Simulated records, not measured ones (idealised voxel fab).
The document below concerns the process module designated voxel self aligned contacts.
The figure presents cross-section cut, which has a width of 255 nm and is divided into square cells with an edge length of 5 nm.
A cross-section is written here as square cells arranged in a grid, and it is given in bands from the top down, each band taking up one or more rows of cells.
Read a band's entry like this: the first values are the height of its top and the height of its bottom in nm, and what follows is the sequence of materials from left to right, each with its width in nm. Note that "empty" is empty space, and that a single material marked "edge to edge" reaches across the band from edge to edge.
Height reference: 0 = level under which incoming wafer is all one material. Lowest band: no bottom, runs on downward, e.g. "0 -> down".
Width spec "30..40" -> top row of cells at first value, bottom row at second value, equal per-row change in between.
It should be understood that the words "remains unaltered", when stated for a given step, signify that the cross-section underwent no change in any of its cells during that step.
For the entry "Completely sealed voids", the listed items are empty spaces with no open way to the top whose size is 8 cells or more; each item follows the pattern width x height at distance, where distance is from the left edge and all three are in nm.
Whatever follows a step's settings on its line is a remark the simulator itself makes about that step.
"overlay nm" on a masked step: distance the mask lay right of its planned place, negative for left.
What follows is a series of pairs. Each pair shows a cross-section before one process step and the cross-section after it, and the after view is drawn only down to the lowest band that changed. Beneath each pair is the step that lies between the two, with its settings. Pairs may come from different runs of this module on the same starting wafer, so a pair continues from the one above it only where its entry headed "Ahead of processing" says so.
Ahead of processing:
	70 -> 55  80 of empty; 35 of resist; 30 of empty; 35 of resist; 75 of empty
	55 -> 45  80 of empty; 35 of aC; 30 of empty; 35 of aC; 75 of empty
	45 -> 20  SiN edge to edge
	20 -> 0  polySi edge to edge
	0 -> -5  SiO2 edge to edge
	-5 -> down  Si edge to edge
	Completely sealed voids: none
Result of Step:
	55 -> 45  80 of empty; 35 of aC; 30 of empty; 35 of aC; 75 of empty
	All layers under 45 are left as they were.
	Completely sealed voids: none
Which operation links the two cross-sections above? op STRIP | etch materials resist
Ahead of processing: nothing new to draw here, it's the after view of the pair just above.
Result of Step:
	55 -> 45  80 of empty; 35 of aC; 30 of empty; 35 of aC; 75 of empty
	45 -> 20  80 of empty; 35 of SiN; 30 of empty; 35 of SiN; 75 of empty
	All layers under 20 are left as they were.
	Completely sealed voids: none
Which operation links the two cross-sections above? op DIRECTIONAL_ETCH | etch materials SiN | depth nm 25
Ahead of processing: nothing new to draw here, it's the after view of the pair just above.
Result of Step:
	55 -> 45  80 of empty; 35 of aC; 30 of empty; 35 of aC; 75 of empty
	45 -> 20  80 of empty; 35 of SiN; 30 of empty; 35 of SiN; 75 of empty
	20 -> 0  80 of empty; 35 of polySi; 30 of empty; 35 of polySi; 75 of empty
	All layers under 0 are left as they were.
	Completely sealed voids: none
Which operation links the two cross-sections above? op DIRECTIONAL_ETCH | etch materials polySi | depth nm 20
Ahead of processing: nothing new to draw here, it's the after view of the pair just above.
Result of Step:
	45 -> 20  80 of empty; 35 of SiN; 30 of empty; 35 of SiN; 75 of empty
	All layers under 20 are left as they were.
	Completely sealed voids: none
Which operation links the two cross-sections above? op STRIP | etch materials aC
Ahead of processing: nothing new to draw here, it's the after view of the pair just above.
Result of Step:
	55 -> 20  70 of empty; 55 of SiN; 10 of empty; 55 of SiN; 65 of empty
	20 -> 10  70 of empty; 10 of SiN; 35 of polySi; 10 of SiN; 10 of empty; 10 of SiN; 35 of polySi; 10 of SiN; 65 of empty
	10 -> 0  80 of SiN; 35 of polySi; 30 of SiN; 35 of polySi; 75 of SiN
	All layers under 0 are left as they were.
	Completely sealed voids: none
Which operation links the two cross-sections above? op CONFORMAL_DEP | material SiN | thk nm 10
Ahead of processing: nothing new to draw here, it's the after view of the pair just above.
Result of Step:
	45 -> 20  70 of empty; 55 of SiN; 10 of empty; 55 of SiN; 65 of empty
	20 -> 0  70 of empty; 10 of SiN; 35 of polySi; 10 of SiN; 10 of empty; 10 of SiN; 35 of polySi; 10 of SiN; 65 of empty
	All layers under 0 are left as they were.
	Completely sealed voids: none
Which operation links the two cross-sections above? op DIRECTIONAL_ETCH | etch materials SiN | depth nm 10
Ahead of processing: nothing new to draw here, it's the after view of the pair just above.
Result of Step:
	55 -> 45  SiO2 edge to edge
	45 -> 20  70 of SiO2; 55 of SiN; 10 of SiO2; 55 of SiN; 65 of SiO2
	20 -> 0  70 of SiO2; 10 of SiN; 35 of polySi; 10 of SiN; 10 of SiO2; 10 of SiN; 35 of polySi; 10 of SiN; 65 of SiO2
	All layers under 0 are left as they were.
	Completely sealed voids: none
Which operation links the two cross-sections above? op FILL_DEP | material SiO2 | thk nm 10
Ahead of processing: nothing new to draw here, it's the after view of the pair just above.
Result of Step:
	50 -> 45  SiO2 edge to edge
	All layers under 45 are left as they were.
	Completely sealed voids: none
Which operation links the two cross-sections above? op CMP | height nm 50
Ahead of processing: nothing new to draw here, it's the after view of the pair just above.
Result of Step:
	50 -> 45  105 of SiO2; 45 of empty; 105 of SiO2
	45 -> 20  70 of SiO2; 55 of SiN; 10 of empty; 55 of SiN; 65 of SiO2
	20 -> 0  70 of SiO2; 10 of SiN; 35 of polySi; 10 of SiN; 10 of empty; 10 of SiN; 35 of polySi; 10 of SiN; 65 of SiO2
	0 -> -5  125 of SiO2; 10 of empty; 120 of SiO2
	All layers under -5 are left as they were.
	Completely sealed voids: none
Which operation links the two cross-sections above? op MASKED_ETCH | tone open | mask id CONTACT | width nm 45 | etch materials SiO2 | depth nm 55 | overlay nm 0
Ahead of processing: nothing new to draw here, it's the after view of the pair just above.
Result of Step:
	55 -> 50  110 of TiN; 35 of empty; 110 of TiN
	50 -> 45  105 of SiO2; 45 of TiN; 105 of SiO2
	45 -> 20  70 of SiO2; 55 of SiN; 10 of TiN; 55 of SiN; 65 of SiO2
	20 -> 0  70 of SiO2; 10 of SiN; 35 of polySi; 10 of SiN; 10 of TiN; 10 of SiN; 35 of polySi; 10 of SiN; 65 of SiO2
	0 -> -5  125 of SiO2; 10 of TiN; 120 of SiO2
	All layers under -5 are left as they were.
	Completely sealed voids: none
Which operation links the two cross-sections above? op CONFORMAL_DEP | material TiN | thk nm 5
Ahead of processing: nothing new to draw here, it's the after view of the pair just above.
Result of Step:
	60 -> 55  Ru edge to edge
	55 -> 50  110 of TiN; 35 of Ru; 110 of TiN
	All layers under 50 are left as they were.
	Completely sealed voids: none
Which operation links the two cross-sections above? op FILL_DEP | material Ru | thk nm 5
Ahead of processing: nothing new to draw here, it's the after view of the pair just above.
Result of Step:
	50 -> 45  105 of SiO2; 45 of TiN; 105 of SiO2
	All layers under 45 are left as they were.
	Completely sealed voids: none
Which operation links the two cross-sections above? op CMP | height nm 50
Ahead of processing: nothing new to draw here, it's the after view of the pair just above.
Result of Step:
	55 -> 50  SiCN edge to edge
	All layers under 50 are left as they were.
	Completely sealed voids: none
Which operation links the two cross-sections above? op CONFORMAL_DEP | material SiCN | thk nm 5
Ahead of processing:
	55 -> 45  aC edge to edge
	45 -> 20  SiN edge to edge
	20 -> 0  polySi edge to edge
	0 -> -5  SiO2 edge to edge
	-5 -> down  Si edge to edge
	Completely sealed voids: none
Result of Step:
	80 -> 55  70 of empty; 30 of resist; 35 of empty; 30 of resist; 90 of empty
	All layers under 55 are left as they were.
	Completely sealed voids: none
Which operation links the two cross-sections above? op PATTERN | tone cover | mask id GATE | material resist | width nm 30 | pitch nm 65 | thk nm 25 | overlay nm -10
Ahead of processing: nothing new to draw here, it's the after view of the pair just above.
Result of Step:
	70 -> 55  70 of empty; 30 of resist; 35 of empty; 30 of resist; 90 of empty
	55 -> 45  70 of empty; 30 of aC; 35 of empty; 30 of aC; 90 of empty
	All layers under 45 are left as they were.
	Completely sealed voids: none
Which operation links the two cross-sections above? op DIRECTIONAL_ETCH | etch materials aC | depth nm 10
Ahead of processing: nothing new to draw here, it's the after view of the pair just above.
Result of Step:
	55 -> 45  70 of empty; 30 of aC; 35 of empty; 30 of aC; 90 of empty
	All layers under 45 are left as they were.
	Completely sealed voids: none
Which operation links the two cross-sections above? op STRIP | etch materials resist
Ahead of processing: nothing new to draw here, it's the after view of the pair just above.
Result of Step:
	55 -> 45  70 of empty; 30 of aC; 35 of empty; 30 of aC; 90 of empty
	45 -> 20  70 of empty; 30 of SiN; 35 of empty; 30 of SiN; 90 of empty
	All layers under 20 are left as they were.
	Completely sealed voids: none
Which operation links the two cross-sections above? op DIRECTIONAL_ETCH | etch materials SiN | depth nm 25
Ahead of processing: nothing new to draw here, it's the after view of the pair just above.
Result of Step:
	55 -> 45  70 of empty; 30 of aC; 35 of empty; 30 of aC; 90 of empty
	45 -> 20  70 of empty; 30 of SiN; 35 of empty; 30 of SiN; 90 of empty
	20 -> 0  70 of empty; 30 of polySi; 35 of empty; 30 of polySi; 90 of empty
	All layers under 0 are left as they were.
	Completely sealed voids: none
Which operation links the two cross-sections above? op DIRECTIONAL_ETCH | etch materials polySi | depth nm 20
Ahead of processing: nothing new to draw here, it's the after view of the pair just above.
Result of Step:
	45 -> 20  70 of empty; 30 of SiN; 35 of empty; 30 of SiN; 90 of empty
	All layers under 20 are left as they were.
	Completely sealed voids: none
Which operation links the two cross-sections above? op STRIP | etch materials aC
Ahead of processing: nothing new to draw here, it's the after view of the pair just above.
Result of Step:
	55 -> 20  60 of empty; 50 of SiN; 15 of empty; 50 of SiN; 80 of empty
	20 -> 10  60 of empty; 10 of SiN; 30 of polySi; 10 of SiN; 15 of empty; 10 of SiN; 30 of polySi; 10 of SiN; 80 of empty
	10 -> 0  70 of SiN; 30 of polySi; 35 of SiN; 30 of polySi; 90 of SiN
	All layers under 0 are left as they were.
	Completely sealed voids: none
Which operation links the two cross-sections above? op CONFORMAL_DEP | material SiN | thk nm 10
Ahead of processing: nothing new to draw here, it's the after view of the pair just above.
Result of Step:
	45 -> 20  60 of empty; 50 of SiN; 15 of empty; 50 of SiN; 80 of empty
	20 -> 0  60 of empty; 10 of SiN; 30 of polySi; 10 of SiN; 15 of empty; 10 of SiN; 30 of polySi; 10 of SiN; 80 of empty
	All layers under 0 are left as they were.
	Completely sealed voids: none
Which operation links the two cross-sections above? op DIRECTIONAL_ETCH | etch materials SiN | depth nm 10
Ahead of processing: nothing new to draw here, it's the after view of the pair just above.
Result of Step:
	55 -> 45  SiO2 edge to edge
	45 -> 20  60 of SiO2; 50 of SiN; 15 of SiO2; 50 of SiN; 80 of SiO2
	20 -> 0  60 of SiO2; 10 of SiN; 30 of polySi; 10 of SiN; 15 of SiO2; 10 of SiN; 30 of polySi; 10 of SiN; 80 of SiO2
	All layers under 0 are left as they were.
	Completely sealed voids: none
Which operation links the two cross-sections above? op FILL_DEP | material SiO2 | thk nm 10
Ahead of processing: nothing new to draw here, it's the after view of the pair just above.
Result of Step:
	50 -> 45  SiO2 edge to edge
	All layers under 45 are left as they were.
	Completely sealed voids: none
Which operation links the two cross-sections above? op CMP | height nm 50
Ahead of processing: nothing new to draw here, it's the after view of the pair just above.
Result of Step:
	50 -> 45  105 of SiO2; 45 of empty; 105 of SiO2
	45 -> 20  60 of SiO2; 50 of SiN; 15 of empty; 50 of SiN; 80 of SiO2
	20 -> 0  60 of SiO2; 10 of SiN; 30 of polySi; 10 of SiN; 15 of empty; 10 of SiN; 30 of polySi; 10 of SiN; 80 of SiO2
	0 -> -5  110 of SiO2; 15 of empty; 130 of SiO2
	All layers under -5 are left as they were.
	Completely sealed voids: none
Which operation links the two cross-sections above? op MASKED_ETCH | tone open | mask id CONTACT | width nm 45 | etch materials SiO2 | depth nm 55 | overlay nm 0
Ahead of processing: nothing new to draw here, it's the after view of the pair just above.
Result of Step:
	55 -> 50  110 of TiN; 35 of empty; 110 of TiN
	50 -> 45  105 of SiO2; 10 of TiN; 5 of empty; 30 of TiN; 105 of SiO2
	45 -> 20  60 of SiO2; 50 of SiN; 5 of TiN; 5 of empty; 5 of TiN; 50 of SiN; 80 of SiO2
	20 -> 0  60 of SiO2; 10 of SiN; 30 of polySi; 10 of SiN; 5 of TiN; 5 of empty; 5 of TiN; 10 of SiN; 30 of polySi; 10 of SiN; 80 of SiO2
	0 -> -5  110 of SiO2; 15 of TiN; 130 of SiO2
	All layers under -5 are left as they were.
	Completely sealed voids: none
Which operation links the two cross-sections above? op CONFORMAL_DEP | material TiN | thk nm 5
Ahead of processing: nothing new to draw here, it's the after view of the pair just above.
Result of Step:
	60 -> 55  Ru edge to edge
	55 -> 50  110 of TiN; 35 of Ru; 110 of TiN
	50 -> 45  105 of SiO2; 10 of TiN; 5 of Ru; 30 of TiN; 105 of SiO2
	45 -> 20  60 of SiO2; 50 of SiN; 5 of TiN; 5 of Ru; 5 of TiN; 50 of SiN; 80 of SiO2
	20 -> 0  60 of SiO2; 10 of SiN; 30 of polySi; 10 of SiN; 5 of TiN; 5 of Ru; 5 of TiN; 10 of SiN; 30 of polySi; 10 of SiN; 80 of SiO2
	All layers under 0 are left as they were.
	Completely sealed voids: none
Which operation links the two cross-sections above? op FILL_DEP | material Ru | thk nm 5
Ahead of processing: nothing new to draw here, it's the after view of the pair just above.
Result of Step:
	50 -> 45  105 of SiO2; 10 of TiN; 5 of Ru; 30 of TiN; 105 of SiO2
	All layers under 45 are left as they were.
	Completely sealed voids: none
Which operation links the two cross-sections above? op CMP | height nm 50
Ahead of processing: nothing new to draw here, it's the after view of the pair just above.
Result of Step:
	55 -> 50  SiCN edge to edge
	All layers under 50 are left as they were.
	Completely sealed voids: none
Which operation links the two cross-sections above? op CONFORMAL_DEP | material SiCN | thk nm 5
Ahead of processing:
	50 -> 45  105 of SiO2; 45 of empty; 105 of SiO2
	45 -> 20  70 of SiO2; 50 of SiN; 15 of empty; 50 of SiN; 70 of SiO2
	20 -> 0  70 of SiO2; 10 of SiN; 30 of polySi; 10 of SiN; 15 of empty; 10 of SiN; 30 of polySi; 10 of SiN; 70 of SiO2
	0 -> -5  120 of SiO2; 15 of empty; 120 of SiO2
	-5 -> down  Si edge to edge
	Completely sealed voids: none
Result of Step:
	55 -> 50  110 of SiN; 35 of empty; 110 of SiN
	50 -> 45  105 of SiO2; 20 of SiN; 5 of empty; 20 of SiN; 105 of SiO2
	45 -> 20  70 of SiO2; 55 of SiN; 5 of empty; 55 of SiN; 70 of SiO2
	20 -> 0  70 of SiO2; 10 of SiN; 30 of polySi; 15 of SiN; 5 of empty; 15 of SiN; 30 of polySi; 10 of SiN; 70 of SiO2
	0 -> -5  120 of SiO2; 15 of SiN; 120 of SiO2
	All layers under -5 are left as they were.
	Completely sealed voids: none
Which operation links the two cross-sections above? op CONFORMAL_DEP | material SiN | thk nm 5
Ahead of processing: nothing new to draw here, it's the after view of the pair just above.
Result of Step:
	60 -> 55  Ru edge to edge
	55 -> 50  110 of SiN; 35 of Ru; 110 of SiN
	50 -> 45  105 of SiO2; 20 of SiN; 5 of Ru; 20 of SiN; 105 of SiO2
	45 -> 20  70 of SiO2; 55 of SiN; 5 of Ru; 55 of SiN; 70 of SiO2
	20 -> 0  70 of SiO2; 10 of SiN; 30 of polySi; 15 of SiN; 5 of Ru; 15 of SiN; 30 of polySi; 10 of SiN; 70 of SiO2
	All layers under 0 are left as they were.
	Completely sealed voids: none
Which operation links the two cross-sections above? op FILL_DEP | material Ru | thk nm 5
Ahead of processing: nothing new to draw here, it's the after view of the pair just above.
Result of Step:
	50 -> 45  105 of SiO2; 20 of SiN; 5 of Ru; 20 of SiN; 105 of SiO2
	All layers under 45 are left as they were.
	Completely sealed voids: none
Which operation links the two cross-sections above? op CMP | height nm 50
Ahead of processing: nothing new to draw here, it's the after view of the pair just above.
Result of Step:
	55 -> 50  SiCN edge to edge
	All layers under 50 are left as they were.
	Completely sealed voids: none
Which operation links the two cross-sections above? op CONFORMAL_DEP | material SiCN | thk nm 5
Ahead of processing:
	50 -> 45  SiO2 edge to edge
	45 -> 20  70 of SiO2; 50 of SiN; 15 of SiO2; 50 of SiN; 70 of SiO2
	20 -> 0  70 of SiO2; 10 of SiN; 30 of polySi; 10 of SiN; 15 of SiO2; 10 of SiN; 30 of polySi; 10 of SiN; 70 of SiO2
	0 -> -5  SiO2 edge to edge
	-5 -> down  Si edge to edge
	Completely sealed voids: none
Result of Step:
	50 -> 45  105 of empty; 45 of SiO2; 105 of empty
	45 -> 20  70 of empty; 50 of SiN; 15 of SiO2; 50 of SiN; 70 of empty
	20 -> 0  70 of empty; 10 of SiN; 30 of polySi; 10 of SiN; 15 of SiO2; 10 of SiN; 30 of polySi; 10 of SiN; 70 of empty
	0 -> -5  70 of empty; 115 of SiO2; 70 of empty
	All layers under -5 are left as they were.
	Completely sealed voids: none
Which operation links the two cross-sections above? op MASKED_ETCH | tone cover | mask id CONTACT | width nm 45 | etch materials SiO2 | depth nm 55 | overlay nm 0
Ahead of processing: nothing new to draw here, it's the after view of the pair just above.
Result of Step:
	55 -> 50  100 of empty; 55 of TiN; 100 of empty
	50 -> 45  65 of empty; 40 of TiN; 45 of SiO2; 40 of TiN; 65 of empty
	45 -> 20  65 of empty; 5 of TiN; 50 of SiN; 15 of SiO2; 50 of SiN; 5 of TiN; 65 of empty
	20 -> 0  65 of empty; 5 of TiN; 10 of SiN; 30 of polySi; 10 of SiN; 15 of SiO2; 10 of SiN; 30 of polySi; 10 of SiN; 5 of TiN; 65 of empty
	0 -> -5  70 of TiN; 115 of SiO2; 70 of TiN
	All layers under -5 are left as they were.
	Completely sealed voids: none
Which operation links the two cross-sections above? op CONFORMAL_DEP | material TiN | thk nm 5
Ahead of processing: nothing new to draw here, it's the after view of the pair just above.
Result of Step:
	60 -> 55  Ru edge to edge
	55 -> 50  100 of Ru; 55 of TiN; 100 of Ru
	50 -> 45  65 of Ru; 40 of TiN; 45 of SiO2; 40 of TiN; 65 of Ru
	45 -> 20  65 of Ru; 5 of TiN; 50 of SiN; 15 of SiO2; 50 of SiN; 5 of TiN; 65 of Ru
	20 -> 0  65 of Ru; 5 of TiN; 10 of SiN; 30 of polySi; 10 of SiN; 15 of SiO2; 10 of SiN; 30 of polySi; 10 of SiN; 5 of TiN; 65 of Ru
	All layers under 0 are left as they were.
	Completely sealed voids: none
Which operation links the two cross-sections above? op FILL_DEP | material Ru | thk nm 5
Ahead of processing: nothing new to draw here, it's the after view of the pair just above.
Result of Step:
	50 -> 45  65 of Ru; 40 of TiN; 45 of SiO2; 40 of TiN; 65 of Ru
	All layers under 45 are left as they were.
	Completely sealed voids: none
Which operation links the two cross-sections above? op CMP | height nm 50
Ahead of processing: nothing new to draw here, it's the after view of the pair just above.
Result of Step:
	55 -> 50  SiCN edge to edge
	All layers under 50 are left as they were.
	Completely sealed voids: none
Which operation links the two cross-sections above? op CONFORMAL_DEP | material SiCN | thk nm 5
